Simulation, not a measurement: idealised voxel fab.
Herein follows the process module entitled voxel air gaps.
Each square cell in cross-section cut measures 5 nm, and the section as a whole is 280 nm wide.
Cross-section layout: square cells on a grid; listed as bands, top to bottom; a band spans one or more cell rows.
Per band: top height and bottom height in nm, followed by the left-to-right materials and their widths in nm; "throughout" marks a single material spanning edge to edge, "air" marks empty space.
A quick word on heights: they are counted from 0, and under that level the wafer as it came to us is one material throughout. The lowest band is different from the rest in having no bottom; it simply continues downward, written as in "z 0 and below".
Read "30..40" as a graded width: first number on top, second number at the bottom, same change between each pair of neighbouring rows.
A step reported as "no change occurred" is a step in which no cell of the cross-section changed.
Empty spaces counting at least 8 cells and having no open way to the top are listed in "Entrapped voids". The notation width x height at distance is used for each, the distance being from the left edge and all three values in nm.
Anything after a step's settings on that line? It's the simulator's own note about the step.
The setting "overlay nm" may be written on the line of a step. When the step uses a mask, the value reports how far to the right of the planned place the mask lay, and a negative value reports that it lay to the left.
The process steps that were planned are listed below:
1. RECEIVE, material Si
2. CONFORMAL_DEP, material SiO2, thk nm 10
3. CONFORMAL_DEP, material SiN, thk nm 5
4. DIRECTIONAL_DEP, material lowk, thk nm 40
5. PATTERN, tone open, mask id LINES, material resist, width nm 15, pitch nm 45, thk nm 15, overlay nm 0
6. DIRECTIONAL_ETCH, etch materials lowk, depth nm 40
7. STRIP, etch materials resist
8. CONFORMAL_DEP, material TiN, thk nm 5
9. FILL_DEP, material Ru, thk nm 10
10. CMP, height nm 55
11. EPI, material Ru, thk nm 10
12. SELECTIVE_ETCH, etch materials lowk, depth nm 50
13. CONFORMAL_DEP, material SiCN, thk nm 5
The wafers are alike at the start. At step 5, their width nm differs. The plan lists the first wafer's value.
Cross-section of the first of several wafers on receipt, reflecting completion of step 1:
- z 0 and below: Si throughout
- Entrapped voids: none
Post step 13, the closing step of the module: first of several wafers, cross-sectioned:
- z 70 to 65: air 50, SiCN 180, air 50
- z 65 to 55: air 50, SiCN 5, Ru 35, SiCN 10, Ru 35, SiCN 10, Ru 35, SiCN 10, Ru 35, SiCN 5, air 50
- z 55 to 50: air 50, SiCN 15, TiN 5, Ru 5, TiN 5, SiCN 30, TiN 5, Ru 5, TiN 5, SiCN 30, TiN 5, Ru 5, TiN 5, SiCN 30, TiN 5, Ru 5, TiN 5, SiCN 15, air 50
- z 50 to 20: air 60, SiCN 5, TiN 5, Ru 5, TiN 5, SiCN 5, air 20, SiCN 5, TiN 5, Ru 5, TiN 5, SiCN 5, air 20, SiCN 5, TiN 5, Ru 5, TiN 5, SiCN 5, air 20, SiCN 5, TiN 5, Ru 5, TiN 5, SiCN 5, air 60
- z 20 to 15: SiCN 65, TiN 15, SiCN 30, TiN 15, SiCN 30, TiN 15, SiCN 30, TiN 15, SiCN 65
- z 15 to 10: SiN throughout
- z 10 to 0: SiO2 throughout
- z 0 and below: Si throughout
- Entrapped voids: 20 x 30 at 85; 20 x 30 at 130; 20 x 30 at 175
Last wafer x-sec, end of module:
- z 70 to 65: air 40, SiCN 195, air 45
- z 65 to 55: air 40, SiCN 5, Ru 185, SiCN 5, air 45
- z 55 to 50: air 40, SiCN 15, TiN 5, Ru 20, TiN 5, lowk 15, TiN 5, Ru 20, TiN 5, lowk 15, TiN 5, Ru 20, TiN 5, lowk 15, TiN 5, Ru 20, TiN 5, SiCN 15, air 45
- z 50 to 20: air 50, SiCN 5, TiN 5, Ru 20, TiN 5, lowk 15, TiN 5, Ru 20, TiN 5, lowk 15, TiN 5, Ru 20, TiN 5, lowk 15, TiN 5, Ru 20, TiN 5, SiCN 5, air 55
- z 20 to 15: SiCN 55, TiN 30, lowk 15, TiN 30, lowk 15, TiN 30, lowk 15, TiN 30, SiCN 60
- z 15 to 10: SiN throughout
- z 10 to 0: SiO2 throughout
- z 0 and below: Si throughout
- Entrapped voids: none
End of module, by wafer: material-by-material cell gain (+) or loss (-) since receipt, then closed voids:
width nm 15 | +84 Ru | +168 SiCN | +56 SiN | +112 SiO2 | +68 TiN | Entrapped voids: 20 x 30 at 85; 20 x 30 at 130; 20 x 30 at 175
width nm 20 | +120 Ru | +156 SiCN | +56 SiN | +112 SiO2 | +72 TiN | Entrapped voids: 15 x 30 at 85; 15 x 30 at 130; 15 x 30 at 175
width nm 25 | +156 Ru | +84 SiCN | +56 SiN | +112 SiO2 | +76 TiN | +96 lowk | Entrapped voids: none
width nm 30 | +186 Ru | +84 SiCN | +56 SiN | +112 SiO2 | +80 TiN | +72 lowk | Entrapped voids: none
